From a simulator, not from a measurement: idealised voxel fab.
Module name: voxel ribs on slabs (process module)
Cross-section cut spans 195 nm and uses square cells 5 nm in size.
In this document a cross-section is written as a grid of square cells. It is given as a series of bands, listed from the top down, and a band is one or more rows of cells. What a band's entry tells you: where the top is and where the bottom is, as heights in nm, and after that what lies inside, material by material from left to right, each with its width in nm. Empty space is written as the word "air", and a single material marked with the word "full width" occupies the band from edge to edge. For the purposes of this specification, 0 denotes the height below which the wafer in its as-received condition is composed wholly of one material, and the lowermost band, lacking a lower limit, extends downward without end, as expressed in "from 0 down". A width such as "30 to 40" changes by the same amount from each row of cells to the next, from the band's top row to its bottom row. When a step is marked "identical to before", none of the cells in the cross-section changed during that step. Empty spaces without an open route to the top, at least 8 cells in extent, make up the entry "Closed void register"; each is given as width x height at distance, where the distance is measured from the left edge, and all are in nm. Anything after a step's settings on that line? It's the simulator's own note about the step. "overlay nm" answers the question of how far to the right of plan the mask lay on a step that has a mask, and when it is negative the answer is to the left.
# Process steps foreseen in the plan
1,op RECEIVE | material Si
2,op DIRECTIONAL_DEP | material SiO2 | thk nm 30
3,op DIRECTIONAL_DEP | material SiN | thk nm 25
4,op PATTERN | tone cover | mask id RIB | material resist | width nm 30 | thk nm 15 | overlay nm 0
5,op DIRECTIONAL_ETCH | etch materials SiN | depth nm 15
6,op STRIP | etch materials resist
7,op DIRECTIONAL_DEP | material aC | thk nm 10
8,op PATTERN | tone cover | mask id SLAB | material resist | width nm 70 | thk nm 25 | overlay nm 0
9,op DIRECTIONAL_ETCH | etch materials aC | depth nm 10
10,op STRIP | etch materials resist
11,op DIRECTIONAL_ETCH | etch materials SiN | depth nm 10
12,op STRIP | etch materials aC
13,op FILL_DEP | material SiO2 | thk nm 25
14,op CMP | height nm 70
15,op DIRECTIONAL_DEP | material W | thk nm 10
16,op DIRECTIONAL_DEP | material aC | thk nm 15
17,op PATTERN | tone cover | mask id HEATER | material resist | width nm 40 | thk nm 35 | overlay nm 0
18,op DIRECTIONAL_ETCH | etch materials aC | depth nm 15
19,op STRIP | etch materials resist
20,op DIRECTIONAL_ETCH | etch materials W | depth nm 10
21,op STRIP | etch materials aC
22,op CONFORMAL_DEP | material SiO2 | thk nm 10
# First of the two wafers, run per plan
# As-received state of the wafer in cross-section, equivalent to post-step 1
    from 0 down: Si full width
    Closed void register: none
# Sectional view: wafer, after step 2
    from 30 to 0: SiO2 full width
    Lower than 0, everything is as it was.
# Sectional view: wafer, after step 3
    from 55 to 30: SiN full width
    Lower than 30, everything is as it was.
# Sectional view: wafer, after step 4
    from 70 to 55: 80 air | 30 resist | 85 air
    Lower than 55, everything is as it was.
# Sectional view: wafer, after step 5
    from 70 to 55: 80 air | 30 resist | 85 air
    from 55 to 40: 80 air | 30 SiN | 85 air
    Lower than 40, everything is as it was.
# Sectional view: wafer, after step 6
    from 55 to 40: 80 air | 30 SiN | 85 air
    Lower than 40, everything is as it was.
# Sectional view: wafer, after step 7
    from 65 to 55: 80 air | 30 aC | 85 air
    from 55 to 50: 80 air | 30 SiN | 85 air
    from 50 to 40: 80 aC | 30 SiN | 85 aC
    Lower than 40, everything is as it was.
# Sectional view: wafer, after step 8
    from 90 to 65: 60 air | 70 resist | 65 air
    from 65 to 55: 60 air | 20 resist | 30 aC | 20 resist | 65 air
    from 55 to 50: 60 air | 20 resist | 30 SiN | 20 resist | 65 air
    Lower than 50, everything is as it was.
# Sectional view: wafer, after step 9
    from 80 to 65: 60 air | 70 resist | 65 air
    from 65 to 55: 60 air | 20 resist | 30 aC | 20 resist | 65 air
    from 55 to 50: 60 air | 20 resist | 30 SiN | 20 resist | 65 air
    from 50 to 40: 60 air | 20 aC | 30 SiN | 20 aC | 65 air
    Lower than 40, everything is as it was.
# Sectional view: wafer, after step 10
    from 65 to 55: 80 air | 30 aC | 85 air
    from 55 to 50: 80 air | 30 SiN | 85 air
    Lower than 50, everything is as it was.
# Sectional view: wafer, after step 11
    from 65 to 55: 80 air | 30 aC | 85 air
    from 55 to 50: 80 air | 30 SiN | 85 air
    from 50 to 40: 60 air | 20 aC | 30 SiN | 20 aC | 65 air
    from 40 to 30: 60 air | 70 SiN | 65 air
    Lower than 30, everything is as it was.
# Sectional view: wafer, after step 12
    from 55 to 40: 80 air | 30 SiN | 85 air
    Lower than 40, everything is as it was.
# Sectional view: wafer, after step 13
    from 80 to 55: SiO2 full width
    from 55 to 40: 80 SiO2 | 30 SiN | 85 SiO2
    from 40 to 30: 60 SiO2 | 70 SiN | 65 SiO2
    Lower than 30, everything is as it was.
# Sectional view: wafer, after step 14
    from 70 to 55: SiO2 full width
    Lower than 55, everything is as it was.
# Sectional view: wafer, after step 15
    from 80 to 70: W full width
    Lower than 70, everything is as it was.
# Sectional view: wafer, after step 16
    from 95 to 80: aC full width
    Lower than 80, everything is as it was.
# Sectional view: wafer, after step 17
    from 130 to 95: 75 air | 40 resist | 80 air
    Lower than 95, everything is as it was.
# Sectional view: wafer, after step 18
    from 115 to 95: 75 air | 40 resist | 80 air
    from 95 to 80: 75 air | 40 aC | 80 air
    Lower than 80, everything is as it was.
# Sectional view: wafer, after step 19
    from 95 to 80: 75 air | 40 aC | 80 air
    Lower than 80, everything is as it was.
# Sectional view: wafer, after step 20
    from 95 to 80: 75 air | 40 aC | 80 air
    from 80 to 70: 75 air | 40 W | 80 air
    Lower than 70, everything is as it was.
# Sectional view: wafer, after step 21
    from 80 to 70: 75 air | 40 W | 80 air
    Lower than 70, everything is as it was.
# Sectional view: wafer, after step 22
    from 90 to 80: 65 air | 60 SiO2 | 70 air
    from 80 to 70: 75 SiO2 | 40 W | 80 SiO2
    Lower than 70, everything is as it was.
# The remaining wafer, second of the two, started like the first and was run to the same plan, except that one mistake was made along the way; the two coincide through step 15, inclusive
# At the planned end of step 16, the second wafer in cross-section
    from 95 to 70: W full width
    Lower than 70, everything is as it was.
# At the planned end of step 17, the second wafer in cross-section
    from 130 to 95: 75 air | 40 resist | 80 air
    Lower than 95, everything is as it was.
# At the planned end of step 18, the second wafer in cross-section
    from 115 to 95: 75 air | 40 resist | 80 air
    Lower than 95, everything is as it was.
# At the planned end of step 19, the second wafer in cross-section
    from 95 to 70: W full width
    Lower than 70, everything is as it was.
# At the planned end of step 20, the second wafer in cross-section
    from 85 to 70: W full width
    Lower than 70, everything is as it was.
At the planned end of step 21, the second wafer in cross-section: identical to before
# At the planned end of step 22, the second wafer in cross-section
    from 95 to 85: SiO2 full width
    Lower than 85, everything is as it was.
what went wrong: it should be noted that step 16 was executed with settings other than those planned, the operation and settings actually applied being op DIRECTIONAL_DEP | material W | thk nm 15
Looking at both finished wafers in cells, the second ends up ahead of or behind the first on some materials: SiO2: 8 fewer; W: 101 more
